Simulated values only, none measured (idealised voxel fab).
The following is a process module called voxel capacitor over wiring.
Cross-sectional view cut (width: 215 nm; square cell size: 5 nm).
This document writes a cross-section as a grid whose cells are square, and gives it as bands, listed from the top down; one or more rows of cells form a band. Within each band entry, the heights of the top and of the bottom of the band appear first, in that order and in nm; the materials of the band then follow from left to right, each with its corresponding width in nm. The designation "all across" on a single material indicates that it fills the band from edge to edge; the designation "air" indicates empty space. For the purposes of this specification, 0 denotes the height below which the wafer in its as-received condition is composed wholly of one material, and the lowermost band, lacking a lower limit, extends downward without end, as expressed in "0 and below". The expression "30..40" gives the width at the extremes of the band, the first number at its top row of cells and the second at its bottom row, with the width changing by equal amounts from each row to the next in between. Where a step carries "everything unchanged", the cross-section came out of it unchanged, cell for cell. Any empty space of 8 cells or more lacking an open way to the top shows up in "Voids, enclosed" as width x height at distance, distance from the left edge, in nm. Anything after a step's settings on that line? It's the simulator's own note about the step. overlay nm: step with mask; distance mask lay right of planned place; negative value = left of planned place.

**Below is the list of planned process steps**
| 1 | RECEIVE, material Si |
| 2 | CONFORMAL_DEP, material SiO2, thk nm 15 |
| 3 | DIRECTIONAL_DEP, material TiN, thk nm 5 |
| 4 | DIRECTIONAL_DEP, material W, thk nm 15 |
| 5 | DIRECTIONAL_DEP, material aC, thk nm 15 |
| 6 | PATTERN, tone cover, mask id METAL_1, material resist, width nm 20, pitch nm 70, thk nm 35, overlay nm 0 |
| 7 | DIRECTIONAL_ETCH, etch materials aC, depth nm 15 |
| 8 | STRIP, etch materials resist |
| 9 | DIRECTIONAL_ETCH, etch materials W, depth nm 15 |
| 10 | DIRECTIONAL_ETCH, etch materials TiN, depth nm 5 |
| 11 | STRIP, etch materials aC |
| 12 | CONFORMAL_DEP, material SiN, thk nm 5 |
| 13 | FILL_DEP, material lowk, thk nm 10 |
| 14 | CMP, height nm 35 |
| 15 | CONFORMAL_DEP, material SiCN, thk nm 5 |
| 16 | DIRECTIONAL_DEP, material lowk, thk nm 20 |
| 17 | MASKED_ETCH, tone open, mask id PLUG_1, width nm 15, etch materials lowk, depth nm 20, overlay nm 0 |
| 18 | MASKED_ETCH, tone open, mask id PLUG_1, width nm 15, etch materials SiCN, depth nm 5, overlay nm 0 |
| 19 | CONFORMAL_DEP, material TiN, thk nm 5 |
| 20 | FILL_DEP, material Cu, thk nm 10 |
| 21 | CMP, height nm 60 |
| 22 | DIRECTIONAL_DEP, material TiN, thk nm 10 |
| 23 | DIRECTIONAL_DEP, material HfO2, thk nm 5 |
| 24 | DIRECTIONAL_DEP, material TiN, thk nm 10 |
| 25 | PATTERN, tone cover, mask id UPPER_PLATE, material resist, width nm 55, thk nm 15, overlay nm 0 |
| 26 | DIRECTIONAL_ETCH, etch materials TiN, depth nm 10 |
| 27 | DIRECTIONAL_ETCH, etch materials HfO2, depth nm 5 |
| 28 | STRIP, etch materials resist |
| 29 | PATTERN, tone cover, mask id LOWER_PLATE, material resist, width nm 65, thk nm 20, overlay nm 0 |
| 30 | DIRECTIONAL_ETCH, etch materials TiN, depth nm 10 |
| 31 | STRIP, etch materials resist |
| 32 | FILL_DEP, material SiO2, thk nm 20 |
| 33 | CMP, height nm 100 |
| 34 | MASKED_ETCH, tone open, mask id PLUG_2, width nm 15, etch materials SiO2, depth nm 15, overlay nm 0 |
| 35 | CONFORMAL_DEP, material TiN, thk nm 5 |
| 36 | FILL_DEP, material Cu, thk nm 10 |
| 37 | CMP, height nm 100 |
| 38 | CONFORMAL_DEP, material SiN, thk nm 5 |

**Below: the first of two wafers, run as planned**

**Shown in cross-section is the wafer as received, that is, as it stands after step 1**
	0 and below  Si all across
	Voids, enclosed: none

**Take a look at the wafer's cross-section after step 2**
	15 down to 0  SiO2 all across
	Below 0, the layers are the same as they were.

**Take a look at the wafer's cross-section after step 3**
	20 down to 15  TiN all across
	Below 15, the layers are the same as they were.

**Take a look at the wafer's cross-section after step 4**
	35 down to 20  W all across
	Below 20, the layers are the same as they were.

**Take a look at the wafer's cross-section after step 5**
	50 down to 35  aC all across
	Below 35, the layers are the same as they were.

**Take a look at the wafer's cross-section after step 6**
	85 down to 50  60 air / 20 resist / 50 air / 20 resist / 65 air
	Below 50, the layers are the same as they were.

**Take a look at the wafer's cross-section after step 7**
	70 down to 50  60 air / 20 resist / 50 air / 20 resist / 65 air
	50 down to 35  60 air / 20 aC / 50 air / 20 aC / 65 air
	Below 35, the layers are the same as they were.

**Take a look at the wafer's cross-section after step 8**
	50 down to 35  60 air / 20 aC / 50 air / 20 aC / 65 air
	Below 35, the layers are the same as they were.

**Take a look at the wafer's cross-section after step 9**
	50 down to 35  60 air / 20 aC / 50 air / 20 aC / 65 air
	35 down to 20  60 air / 20 W / 50 air / 20 W / 65 air
	Below 20, the layers are the same as they were.

**Take a look at the wafer's cross-section after step 10**
	50 down to 35  60 air / 20 aC / 50 air / 20 aC / 65 air
	35 down to 20  60 air / 20 W / 50 air / 20 W / 65 air
	20 down to 15  60 air / 20 TiN / 50 air / 20 TiN / 65 air
	Below 15, the layers are the same as they were.

**Take a look at the wafer's cross-section after step 11**
	35 down to 20  60 air / 20 W / 50 air / 20 W / 65 air
	Below 20, the layers are the same as they were.

**Take a look at the wafer's cross-section after step 12**
	40 down to 35  55 air / 30 SiN / 40 air / 30 SiN / 60 air
	35 down to 20  55 air / 5 SiN / 20 W / 5 SiN / 40 air / 5 SiN / 20 W / 5 SiN / 60 air
	20 down to 15  60 SiN / 20 TiN / 50 SiN / 20 TiN / 65 SiN
	Below 15, the layers are the same as they were.

**Take a look at the wafer's cross-section after step 13**
	50 down to 40  lowk all across
	40 down to 35  55 lowk / 30 SiN / 40 lowk / 30 SiN / 60 lowk
	35 down to 20  55 lowk / 5 SiN / 20 W / 5 SiN / 40 lowk / 5 SiN / 20 W / 5 SiN / 60 lowk
	Below 20, the layers are the same as they were.

**Take a look at the wafer's cross-section after step 14**
	35 down to 20  55 lowk / 5 SiN / 20 W / 5 SiN / 40 lowk / 5 SiN / 20 W / 5 SiN / 60 lowk
	Below 20, the layers are the same as they were.

**Take a look at the wafer's cross-section after step 15**
	40 down to 35  SiCN all across
	Below 35, the layers are the same as they were.

**Take a look at the wafer's cross-section after step 16**
	60 down to 40  lowk all across
	Below 40, the layers are the same as they were.

**Take a look at the wafer's cross-section after step 17**
	60 down to 40  65 lowk / 15 air / 135 lowk
	Below 40, the layers are the same as they were.

**Take a look at the wafer's cross-section after step 18**
	60 down to 40  65 lowk / 15 air / 135 lowk
	40 down to 35  65 SiCN / 15 air / 135 SiCN
	Below 35, the layers are the same as they were.

**Take a look at the wafer's cross-section after step 19**
	65 down to 60  70 TiN / 5 air / 140 TiN
	60 down to 40  65 lowk / 5 TiN / 5 air / 5 TiN / 135 lowk
	40 down to 35  65 SiCN / 15 TiN / 135 SiCN
	Below 35, the layers are the same as they were.

**Take a look at the wafer's cross-section after step 20**
	75 down to 65  Cu all across
	65 down to 60  70 TiN / 5 Cu / 140 TiN
	60 down to 40  65 lowk / 5 TiN / 5 Cu / 5 TiN / 135 lowk
	Below 40, the layers are the same as they were.

**Take a look at the wafer's cross-section after step 21**
	60 down to 40  65 lowk / 5 TiN / 5 Cu / 5 TiN / 135 lowk
	Below 40, the layers are the same as they were.

**Take a look at the wafer's cross-section after step 22**
	70 down to 60  TiN all across
	Below 60, the layers are the same as they were.

**Take a look at the wafer's cross-section after step 23**
	75 down to 70  HfO2 all across
	Below 70, the layers are the same as they were.

**Take a look at the wafer's cross-section after step 24**
	85 down to 75  TiN all across
	Below 75, the layers are the same as they were.

**Take a look at the wafer's cross-section after step 25**
	100 down to 85  65 air / 55 resist / 95 air
	Below 85, the layers are the same as they were.

**Take a look at the wafer's cross-section after step 26**
	100 down to 85  65 air / 55 resist / 95 air
	85 down to 75  65 air / 55 TiN / 95 air
	Below 75, the layers are the same as they were.

**Take a look at the wafer's cross-section after step 27**
	100 down to 85  65 air / 55 resist / 95 air
	85 down to 75  65 air / 55 TiN / 95 air
	75 down to 70  65 air / 55 HfO2 / 95 air
	Below 70, the layers are the same as they were.

**Take a look at the wafer's cross-section after step 28**
	85 down to 75  65 air / 55 TiN / 95 air
	Below 75, the layers are the same as they were.

**Take a look at the wafer's cross-section after step 29**
	105 down to 85  60 air / 65 resist / 90 air
	85 down to 75  60 air / 5 resist / 55 TiN / 5 resist / 90 air
	75 down to 70  60 air / 5 resist / 55 HfO2 / 5 resist / 90 air
	Below 70, the layers are the same as they were.

**Take a look at the wafer's cross-section after step 30**
	105 down to 85  60 air / 65 resist / 90 air
	85 down to 75  60 air / 5 resist / 55 TiN / 5 resist / 90 air
	75 down to 70  60 air / 5 resist / 55 HfO2 / 5 resist / 90 air
	70 down to 60  60 air / 65 TiN / 90 air
	Below 60, the layers are the same as they were.

**Take a look at the wafer's cross-section after step 31**
	85 down to 75  65 air / 55 TiN / 95 air
	75 down to 70  65 air / 55 HfO2 / 95 air
	Below 70, the layers are the same as they were.

**Take a look at the wafer's cross-section after step 32**
	105 down to 85  SiO2 all across
	85 down to 75  65 SiO2 / 55 TiN / 95 SiO2
	75 down to 70  65 SiO2 / 55 HfO2 / 95 SiO2
	70 down to 60  60 SiO2 / 65 TiN / 90 SiO2
	Below 60, the layers are the same as they were.

**Take a look at the wafer's cross-section after step 33**
	100 down to 85  SiO2 all across
	Below 85, the layers are the same as they were.

**Take a look at the wafer's cross-section after step 34**
	100 down to 85  75 SiO2 / 15 air / 125 SiO2
	Below 85, the layers are the same as they were.

**Take a look at the wafer's cross-section after step 35**
	105 down to 100  80 TiN / 5 air / 130 TiN
	100 down to 90  75 SiO2 / 5 TiN / 5 air / 5 TiN / 125 SiO2
	90 down to 85  75 SiO2 / 15 TiN / 125 SiO2
	Below 85, the layers are the same as they were.

**Take a look at the wafer's cross-section after step 36**
	115 down to 105  Cu all across
	105 down to 100  80 TiN / 5 Cu / 130 TiN
	100 down to 90  75 SiO2 / 5 TiN / 5 Cu / 5 TiN / 125 SiO2
	Below 90, the layers are the same as they were.

**Take a look at the wafer's cross-section after step 37**
	100 down to 90  75 SiO2 / 5 TiN / 5 Cu / 5 TiN / 125 SiO2
	Below 90, the layers are the same as they were.

**Take a look at the wafer's cross-section after step 38**
	105 down to 100  SiN all across
	Below 100, the layers are the same as they were.

**It is to be noted that the second wafer proceeded from the same initial state and according to the same plan as the first, although one mistake was committed in its execution; through step 16, inclusive, the two wafers share an identical history**

**X-section, second wafer, when step 17 was due to finish**
	60 down to 40  65 lowk / 20 air / 130 lowk
	Below 40, the layers are the same as they were.

**X-section, second wafer, when step 18 was due to finish**
	60 down to 40  65 lowk / 20 air / 130 lowk
	40 down to 35  65 SiCN / 15 air / 135 SiCN
	Below 35, the layers are the same as they were.

**X-section, second wafer, when step 19 was due to finish**
	65 down to 60  70 TiN / 10 air / 135 TiN
	60 down to 45  65 lowk / 5 TiN / 10 air / 5 TiN / 130 lowk
	45 down to 40  65 lowk / 5 TiN / 5 air / 10 TiN / 130 lowk
	40 down to 35  65 SiCN / 15 TiN / 135 SiCN
	Below 35, the layers are the same as they were.

**X-section, second wafer, when step 20 was due to finish**
	75 down to 65  Cu all across
	65 down to 60  70 TiN / 10 Cu / 135 TiN
	60 down to 45  65 lowk / 5 TiN / 10 Cu / 5 TiN / 130 lowk
	45 down to 40  65 lowk / 5 TiN / 5 Cu / 10 TiN / 130 lowk
	Below 40, the layers are the same as they were.

**X-section, second wafer, when step 21 was due to finish**
	60 down to 45  65 lowk / 5 TiN / 10 Cu / 5 TiN / 130 lowk
	Below 45, the layers are the same as they were.

**X-section, second wafer, when step 22 was due to finish**
	70 down to 60  TiN all across
	Below 60, the layers are the same as they were.

**X-section, second wafer, when step 23 was due to finish**
	75 down to 70  HfO2 all across
	Below 70, the layers are the same as they were.

**X-section, second wafer, when step 24 was due to finish**
	85 down to 75  TiN all across
	Below 75, the layers are the same as they were.

**X-section, second wafer, when step 25 was due to finish**
	100 down to 85  65 air / 55 resist / 95 air
	Below 85, the layers are the same as they were.

**X-section, second wafer, when step 26 was due to finish**
	100 down to 85  65 air / 55 resist / 95 air
	85 down to 75  65 air / 55 TiN / 95 air
	Below 75, the layers are the same as they were.

**X-section, second wafer, when step 27 was due to finish**
	100 down to 85  65 air / 55 resist / 95 air
	85 down to 75  65 air / 55 TiN / 95 air
	75 down to 70  65 air / 55 HfO2 / 95 air
	Below 70, the layers are the same as they were.

**X-section, second wafer, when step 28 was due to finish**
	85 down to 75  65 air / 55 TiN / 95 air
	Below 75, the layers are the same as they were.

**X-section, second wafer, when step 29 was due to finish**
	105 down to 85  60 air / 65 resist / 90 air
	85 down to 75  60 air / 5 resist / 55 TiN / 5 resist / 90 air
	75 down to 70  60 air / 5 resist / 55 HfO2 / 5 resist / 90 air
	Below 70, the layers are the same as they were.

**X-section, second wafer, when step 30 was due to finish**
	105 down to 85  60 air / 65 resist / 90 air
	85 down to 75  60 air / 5 resist / 55 TiN / 5 resist / 90 air
	75 down to 70  60 air / 5 resist / 55 HfO2 / 5 resist / 90 air
	70 down to 60  60 air / 65 TiN / 90 air
	Below 60, the layers are the same as they were.

**X-section, second wafer, when step 31 was due to finish**
	85 down to 75  65 air / 55 TiN / 95 air
	75 down to 70  65 air / 55 HfO2 / 95 air
	Below 70, the layers are the same as they were.

**X-section, second wafer, when step 32 was due to finish**
	105 down to 85  SiO2 all across
	85 down to 75  65 SiO2 / 55 TiN / 95 SiO2
	75 down to 70  65 SiO2 / 55 HfO2 / 95 SiO2
	70 down to 60  60 SiO2 / 65 TiN / 90 SiO2
	Below 60, the layers are the same as they were.

**X-section, second wafer, when step 33 was due to finish**
	100 down to 85  SiO2 all across
	Below 85, the layers are the same as they were.

**X-section, second wafer, when step 34 was due to finish**
	100 down to 85  75 SiO2 / 15 air / 125 SiO2
	Below 85, the layers are the same as they were.

**X-section, second wafer, when step 35 was due to finish**
	105 down to 100  80 TiN / 5 air / 130 TiN
	100 down to 90  75 SiO2 / 5 TiN / 5 air / 5 TiN / 125 SiO2
	90 down to 85  75 SiO2 / 15 TiN / 125 SiO2
	Below 85, the layers are the same as they were.

**X-section, second wafer, when step 36 was due to finish**
	115 down to 105  Cu all across
	105 down to 100  80 TiN / 5 Cu / 130 TiN
	100 down to 90  75 SiO2 / 5 TiN / 5 Cu / 5 TiN / 125 SiO2
	Below 90, the layers are the same as they were.

**X-section, second wafer, when step 37 was due to finish**
	100 down to 90  75 SiO2 / 5 TiN / 5 Cu / 5 TiN / 125 SiO2
	Below 90, the layers are the same as they were.

**X-section, second wafer, when step 38 was due to finish**
	105 down to 100  SiN all across
	Below 100, the layers are the same as they were.
Error vs. plan: step 17 was run on a setting that differed from the plan, and what really ran there is MASKED_ETCH, tone open, mask id PLUG_1, width nm 20, etch materials lowk, depth nm 20, overlay nm 0
The final cell counts differ between the wafers, with the second having more or fewer of some materials than the first: 3 more of Cu, 1 more of TiN, 4 fewer of lowk
